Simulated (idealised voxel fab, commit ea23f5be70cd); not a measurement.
You're looking at the process module voxel self aligned contacts.
The figure presents cross-section cut, which has a width of 205 nm and is divided into square cells with an edge length of 5 nm.
For the purposes of this document, a cross-section shall be understood as a grid of square cells, specified as bands listed in top-to-bottom order, each band consisting of one or more rows of cells. Heads up on the band format: heights come first, top then bottom, in nm. After that it's the materials left to right, each with its width in nm. A single material flagged "throughout" fills the whole band edge to edge, and "empty" means there's empty space there. Measure heights from 0. That's the level where, below it, the as-received wafer is all one material. The lowest band is bottomless and extends downward; write it as in "0 and below". A width such as "30->40" changes by the same amount from each row of cells to the next, from the band's top row to its bottom row. For the purposes of this document, the phrase "nothing got changed" attached to a step denotes that no cell within the cross-section was modified by that step. The list in "Closed void register" covers empty spaces of 8 cells or more that cannot reach the top through any open way, and it gives each as width x height at distance; the distance is from the left edge, and width, height and distance are in nm. Formally, on a step line, whatever follows the settings is a remark that the simulator itself makes on the step. The line of a step may include "overlay nm". On a step with a mask, this value is how far to the right of its planned place the mask lay. A negative value means the mask lay to the left.

These are the steps we planned for the process
| 1 | RECEIVE: material Si |
| 2 | CONFORMAL_DEP: material SiO2, thk nm 5 |
| 3 | DIRECTIONAL_DEP: material polySi, thk nm 25 |
| 4 | DIRECTIONAL_DEP: material SiN, thk nm 20 |
| 5 | PATTERN: tone cover, mask id GATE, material resist, width nm 25, pitch nm 50, thk nm 15, overlay nm 0 |
| 6 | DIRECTIONAL_ETCH: etch materials SiN, depth nm 20 |
| 7 | DIRECTIONAL_ETCH: etch materials polySi, depth nm 25 |
| 8 | STRIP: etch materials resist |
| 9 | CONFORMAL_DEP: material SiN, thk nm 5 |
| 10 | DIRECTIONAL_ETCH: etch materials SiN, depth nm 5 |
| 11 | FILL_DEP: material SiO2, thk nm 20 |
| 12 | CMP: height nm 60 |
| 13 | DIRECTIONAL_DEP: material aC, thk nm 15 |
| 14 | PATTERN: tone open, mask id CONTACT, material resist, width nm 35, pitch nm 50, thk nm 30, overlay nm 0 |
| 15 | DIRECTIONAL_ETCH: etch materials aC, depth nm 15 |
| 16 | STRIP: etch materials resist |
| 17 | DIRECTIONAL_ETCH: etch materials SiO2, depth nm 60 |
| 18 | STRIP: etch materials aC |
| 19 | CONFORMAL_DEP: material TiN, thk nm 5 |
| 20 | FILL_DEP: material W, thk nm 5 |
| 21 | CMP: height nm 60 |
| 22 | CONFORMAL_DEP: material SiN, thk nm 5 |

Of two wafers, the first: run according to plan

Cross-section, incoming material, after step 1
* 0 and below  Si throughout
* Closed void register: none

The wafer, seen in cross-section, after step 2
* 5 down to 0  SiO2 throughout
* Below a height of 0, the structure has not been altered.

The wafer, seen in cross-section, after step 3
* 30 down to 5  polySi throughout
* Below a height of 5, the structure has not been altered.

The wafer, seen in cross-section, after step 4
* 50 down to 30  SiN throughout
* Below a height of 30, the structure has not been altered.

The wafer, seen in cross-section, after step 5
* 65 down to 50  empty: 40 | resist: 25 | empty: 25 | resist: 25 | empty: 25 | resist: 25 | empty: 40
* Below a height of 50, the structure has not been altered.

The wafer, seen in cross-section, after step 6
* 65 down to 50  empty: 40 | resist: 25 | empty: 25 | resist: 25 | empty: 25 | resist: 25 | empty: 40
* 50 down to 30  empty: 40 | SiN: 25 | empty: 25 | SiN: 25 | empty: 25 | SiN: 25 | empty: 40
* Below a height of 30, the structure has not been altered.

The wafer, seen in cross-section, after step 7
* 65 down to 50  empty: 40 | resist: 25 | empty: 25 | resist: 25 | empty: 25 | resist: 25 | empty: 40
* 50 down to 30  empty: 40 | SiN: 25 | empty: 25 | SiN: 25 | empty: 25 | SiN: 25 | empty: 40
* 30 down to 5  empty: 40 | polySi: 25 | empty: 25 | polySi: 25 | empty: 25 | polySi: 25 | empty: 40
* Below a height of 5, the structure has not been altered.

The wafer, seen in cross-section, after step 8
* 50 down to 30  empty: 40 | SiN: 25 | empty: 25 | SiN: 25 | empty: 25 | SiN: 25 | empty: 40
* Below a height of 30, the structure has not been altered.

The wafer, seen in cross-section, after step 9
* 55 down to 30  empty: 35 | SiN: 35 | empty: 15 | SiN: 35 | empty: 15 | SiN: 35 | empty: 35
* 30 down to 10  empty: 35 | SiN: 5 | polySi: 25 | SiN: 5 | empty: 15 | SiN: 5 | polySi: 25 | SiN: 5 | empty: 15 | SiN: 5 | polySi: 25 | SiN: 5 | empty: 35
* 10 down to 5  SiN: 40 | polySi: 25 | SiN: 25 | polySi: 25 | SiN: 25 | polySi: 25 | SiN: 40
* Below a height of 5, the structure has not been altered.

The wafer, seen in cross-section, after step 10
* 50 down to 30  empty: 35 | SiN: 35 | empty: 15 | SiN: 35 | empty: 15 | SiN: 35 | empty: 35
* 30 down to 5  empty: 35 | SiN: 5 | polySi: 25 | SiN: 5 | empty: 15 | SiN: 5 | polySi: 25 | SiN: 5 | empty: 15 | SiN: 5 | polySi: 25 | SiN: 5 | empty: 35
* Below a height of 5, the structure has not been altered.

The wafer, seen in cross-section, after step 11
* 70 down to 50  SiO2 throughout
* 50 down to 30  SiO2: 35 | SiN: 35 | SiO2: 15 | SiN: 35 | SiO2: 15 | SiN: 35 | SiO2: 35
* 30 down to 5  SiO2: 35 | SiN: 5 | polySi: 25 | SiN: 5 | SiO2: 15 | SiN: 5 | polySi: 25 | SiN: 5 | SiO2: 15 | SiN: 5 | polySi: 25 | SiN: 5 | SiO2: 35
* Below a height of 5, the structure has not been altered.

The wafer, seen in cross-section, after step 12
* 60 down to 50  SiO2 throughout
* Below a height of 50, the structure has not been altered.

The wafer, seen in cross-section, after step 13
* 75 down to 60  aC throughout
* Below a height of 60, the structure has not been altered.

The wafer, seen in cross-section, after step 14
* 105 down to 75  resist: 60 | empty: 35 | resist: 15 | empty: 35 | resist: 60
* Below a height of 75, the structure has not been altered.

The wafer, seen in cross-section, after step 15
* 90 down to 75  resist: 60 | empty: 35 | resist: 15 | empty: 35 | resist: 60
* 75 down to 60  aC: 60 | empty: 35 | aC: 15 | empty: 35 | aC: 60
* Below a height of 60, the structure has not been altered.

The wafer, seen in cross-section, after step 16
* 75 down to 60  aC: 60 | empty: 35 | aC: 15 | empty: 35 | aC: 60
* Below a height of 60, the structure has not been altered.

The wafer, seen in cross-section, after step 17
* 75 down to 60  aC: 60 | empty: 35 | aC: 15 | empty: 35 | aC: 60
* 60 down to 50  SiO2: 60 | empty: 35 | SiO2: 15 | empty: 35 | SiO2: 60
* 50 down to 30  SiO2: 35 | SiN: 35 | empty: 15 | SiN: 35 | empty: 15 | SiN: 35 | SiO2: 35
* 30 down to 5  SiO2: 35 | SiN: 5 | polySi: 25 | SiN: 5 | empty: 15 | SiN: 5 | polySi: 25 | SiN: 5 | empty: 15 | SiN: 5 | polySi: 25 | SiN: 5 | SiO2: 35
* 5 down to 0  SiO2: 70 | empty: 15 | SiO2: 35 | empty: 15 | SiO2: 70
* Below a height of 0, the structure has not been altered.

The wafer, seen in cross-section, after step 18
* 60 down to 50  SiO2: 60 | empty: 35 | SiO2: 15 | empty: 35 | SiO2: 60
* Below a height of 50, the structure has not been altered.

The wafer, seen in cross-section, after step 19
* 65 down to 60  TiN: 65 | empty: 25 | TiN: 25 | empty: 25 | TiN: 65
* 60 down to 50  SiO2: 60 | TiN: 5->15 | empty: 25->5 | TiN: 5->15 | SiO2: 15 | TiN: 5->15 | empty: 25->5 | TiN: 5->15 | SiO2: 60
* 50 down to 30  SiO2: 35 | SiN: 35 | TiN: 5 | empty: 5 | TiN: 5 | SiN: 35 | TiN: 5 | empty: 5 | TiN: 5 | SiN: 35 | SiO2: 35
* 30 down to 5  SiO2: 35 | SiN: 5 | polySi: 25 | SiN: 5 | TiN: 5 | empty: 5 | TiN: 5 | SiN: 5 | polySi: 25 | SiN: 5 | TiN: 5 | empty: 5 | TiN: 5 | SiN: 5 | polySi: 25 | SiN: 5 | SiO2: 35
* 5 down to 0  SiO2: 70 | TiN: 15 | SiO2: 35 | TiN: 15 | SiO2: 70
* Below a height of 0, the structure has not been altered.

The wafer, seen in cross-section, after step 20
* 70 down to 65  W throughout
* 65 down to 60  TiN: 65 | W: 25 | TiN: 25 | W: 25 | TiN: 65
* 60 down to 50  SiO2: 60 | TiN: 5->15 | W: 25->5 | TiN: 5->15 | SiO2: 15 | TiN: 5->15 | W: 25->5 | TiN: 5->15 | SiO2: 60
* 50 down to 30  SiO2: 35 | SiN: 35 | TiN: 5 | W: 5 | TiN: 5 | SiN: 35 | TiN: 5 | W: 5 | TiN: 5 | SiN: 35 | SiO2: 35
* 30 down to 5  SiO2: 35 | SiN: 5 | polySi: 25 | SiN: 5 | TiN: 5 | W: 5 | TiN: 5 | SiN: 5 | polySi: 25 | SiN: 5 | TiN: 5 | W: 5 | TiN: 5 | SiN: 5 | polySi: 25 | SiN: 5 | SiO2: 35
* Below a height of 5, the structure has not been altered.

The wafer, seen in cross-section, after step 21
* 60 down to 50  SiO2: 60 | TiN: 5->15 | W: 25->5 | TiN: 5->15 | SiO2: 15 | TiN: 5->15 | W: 25->5 | TiN: 5->15 | SiO2: 60
* Below a height of 50, the structure has not been altered.

The wafer, seen in cross-section, after step 22
* 65 down to 60  SiN throughout
* Below a height of 60, the structure has not been altered.

Okay, second wafer. Nothing different at the start, nothing different in the plan, just one mistake somewhere in the running. As far as step 4, counting that step, it's the first wafer all over again

Second wafer, section view, time point: scheduled end of step 5
* 65 down to 50  resist: 40 | empty: 25 | resist: 25 | empty: 25 | resist: 25 | empty: 25 | resist: 40
* Below a height of 50, the structure has not been altered.

Second wafer, section view, time point: scheduled end of step 6
* 65 down to 50  resist: 40 | empty: 25 | resist: 25 | empty: 25 | resist: 25 | empty: 25 | resist: 40
* 50 down to 30  SiN: 40 | empty: 25 | SiN: 25 | empty: 25 | SiN: 25 | empty: 25 | SiN: 40
* Below a height of 30, the structure has not been altered.

Second wafer, section view, time point: scheduled end of step 7
* 65 down to 50  resist: 40 | empty: 25 | resist: 25 | empty: 25 | resist: 25 | empty: 25 | resist: 40
* 50 down to 30  SiN: 40 | empty: 25 | SiN: 25 | empty: 25 | SiN: 25 | empty: 25 | SiN: 40
* 30 down to 5  polySi: 40 | empty: 25 | polySi: 25 | empty: 25 | polySi: 25 | empty: 25 | polySi: 40
* Below a height of 5, the structure has not been altered.

Second wafer, section view, time point: scheduled end of step 8
* 50 down to 30  SiN: 40 | empty: 25 | SiN: 25 | empty: 25 | SiN: 25 | empty: 25 | SiN: 40
* Below a height of 30, the structure has not been altered.

Second wafer, section view, time point: scheduled end of step 9
* 55 down to 30  SiN: 45 | empty: 15 | SiN: 35 | empty: 15 | SiN: 35 | empty: 15 | SiN: 45
* 30 down to 10  polySi: 40 | SiN: 5 | empty: 15 | SiN: 5 | polySi: 25 | SiN: 5 | empty: 15 | SiN: 5 | polySi: 25 | SiN: 5 | empty: 15 | SiN: 5 | polySi: 40
* 10 down to 5  polySi: 40 | SiN: 25 | polySi: 25 | SiN: 25 | polySi: 25 | SiN: 25 | polySi: 40
* Below a height of 5, the structure has not been altered.

Second wafer, section view, time point: scheduled end of step 10
* 50 down to 30  SiN: 45 | empty: 15 | SiN: 35 | empty: 15 | SiN: 35 | empty: 15 | SiN: 45
* 30 down to 5  polySi: 40 | SiN: 5 | empty: 15 | SiN: 5 | polySi: 25 | SiN: 5 | empty: 15 | SiN: 5 | polySi: 25 | SiN: 5 | empty: 15 | SiN: 5 | polySi: 40
* Below a height of 5, the structure has not been altered.

Second wafer, section view, time point: scheduled end of step 11
* 70 down to 50  SiO2 throughout
* 50 down to 30  SiN: 45 | SiO2: 15 | SiN: 35 | SiO2: 15 | SiN: 35 | SiO2: 15 | SiN: 45
* 30 down to 5  polySi: 40 | SiN: 5 | SiO2: 15 | SiN: 5 | polySi: 25 | SiN: 5 | SiO2: 15 | SiN: 5 | polySi: 25 | SiN: 5 | SiO2: 15 | SiN: 5 | polySi: 40
* Below a height of 5, the structure has not been altered.

Second wafer, section view, time point: scheduled end of step 12
* 60 down to 50  SiO2 throughout
* Below a height of 50, the structure has not been altered.

Second wafer, section view, time point: scheduled end of step 13
* 75 down to 60  aC throughout
* Below a height of 60, the structure has not been altered.

Second wafer, section view, time point: scheduled end of step 14
* 105 down to 75  resist: 60 | empty: 35 | resist: 15 | empty: 35 | resist: 60
* Below a height of 75, the structure has not been altered.

Second wafer, section view, time point: scheduled end of step 15
* 90 down to 75  resist: 60 | empty: 35 | resist: 15 | empty: 35 | resist: 60
* 75 down to 60  aC: 60 | empty: 35 | aC: 15 | empty: 35 | aC: 60
* Below a height of 60, the structure has not been altered.

Second wafer, section view, time point: scheduled end of step 16
* 75 down to 60  aC: 60 | empty: 35 | aC: 15 | empty: 35 | aC: 60
* Below a height of 60, the structure has not been altered.

Second wafer, section view, time point: scheduled end of step 17
* 75 down to 60  aC: 60 | empty: 35 | aC: 15 | empty: 35 | aC: 60
* 60 down to 50  SiO2: 60 | empty: 35 | SiO2: 15 | empty: 35 | SiO2: 60
* Below a height of 50, the structure has not been altered.

Second wafer, section view, time point: scheduled end of step 18
* 60 down to 50  SiO2: 60 | empty: 35 | SiO2: 15 | empty: 35 | SiO2: 60
* Below a height of 50, the structure has not been altered.

Second wafer, section view, time point: scheduled end of step 19
* 65 down to 60  TiN: 65 | empty: 25 | TiN: 25 | empty: 25 | TiN: 65
* 60 down to 55  SiO2: 60 | TiN: 5 | empty: 25 | TiN: 5 | SiO2: 15 | TiN: 5 | empty: 25 | TiN: 5 | SiO2: 60
* 55 down to 50  SiO2: 60 | TiN: 35 | SiO2: 15 | TiN: 35 | SiO2: 60
* Below a height of 50, the structure has not been altered.

Second wafer, section view, time point: scheduled end of step 20
* 70 down to 65  W throughout
* 65 down to 60  TiN: 65 | W: 25 | TiN: 25 | W: 25 | TiN: 65
* 60 down to 55  SiO2: 60 | TiN: 5 | W: 25 | TiN: 5 | SiO2: 15 | TiN: 5 | W: 25 | TiN: 5 | SiO2: 60
* Below a height of 55, the structure has not been altered.

Second wafer, section view, time point: scheduled end of step 21
* 60 down to 55  SiO2: 60 | TiN: 5 | W: 25 | TiN: 5 | SiO2: 15 | TiN: 5 | W: 25 | TiN: 5 | SiO2: 60
* Below a height of 55, the structure has not been altered.

Second wafer, section view, time point: scheduled end of step 22
* 65 down to 60  SiN throughout
* Below a height of 60, the structure has not been altered.
Against the plan, the run slipped here: step 5 off recipe, ran as PATTERN: tone open, mask id GATE, material resist, width nm 25, pitch nm 50, thk nm 15, overlay nm 0
The final cell counts differ between the wafers, with the second having more or fewer of some materials than the first: SiN +44 | SiO2 -39 | TiN -40 | W -20 | polySi +55
